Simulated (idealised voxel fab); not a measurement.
process module | voxel fin reveal
cross-section cut | 205 nm wide | cells 5 nm
A cross-section is a grid of square cells, given in bands from the top down. A band is one or more rows of cells.
Each band's line starts with the height of the band's top and of its bottom, in nm. Then come its materials from left to right, each with its width in nm. One material with "throughout" fills the band from edge to edge. "air" is empty space.
Height 0 is the level under which the wafer as received is all one material. The lowest band goes on downwards, as in "0 down".
A width such as "30 to 40" changes by the same amount from each row of cells to the next, from the band's top row to its bottom row.
"no change" after a step means that no cell of the cross-section changed.
closed voids: empty space of 8 cells or more with no open way to the top, each as width x height at its distance from the left edge, in nm
after a step's settings: what the simulator itself notes on the step
overlay nm, on a step with a mask: how far to the right of its planned place the mask lay; to the left if negative
plan
1 op RECEIVE | material Si
2 op CONFORMAL_DEP | material SiN | thk nm 5
3 op MASKED_ETCH | tone cover | mask id FINS | width nm 15 | pitch nm 35 | etch materials SiN | depth nm 5 | overlay nm 0
4 op MASKED_ETCH | tone cover | mask id FINS | width nm 15 | pitch nm 35 | etch materials Si | depth nm 30 | overlay nm 0
5 op FILL_DEP | material SiO2 | thk nm 5
6 op CMP | height nm 5
7 op SELECTIVE_ETCH | etch materials SiO2 | depth nm 25
8 op STRIP | etch materials SiN
9 op CONFORMAL_DEP | material HfO2 | thk nm 5
as received, after step 1
  0 down: Si throughout
  closed voids: none
a wafer at the end: this start, this plan, one mistake
  5 to 0: air 70 | HfO2 25 | air 10 | HfO2 25 | air 75
  0 to -15: air 70 | HfO2 5 | Si 15 | HfO2 5 | air 10 | HfO2 5 | Si 15 | HfO2 5 | air 75
  -15 to -20: HfO2 75 | Si 15 | HfO2 20 | Si 15 | HfO2 80
  -20 to -60: SiO2 75 | Si 15 | SiO2 20 | Si 15 | SiO2 80
  -60 down: Si throughout
  closed voids: none
what went wrong: step 4 was run twice
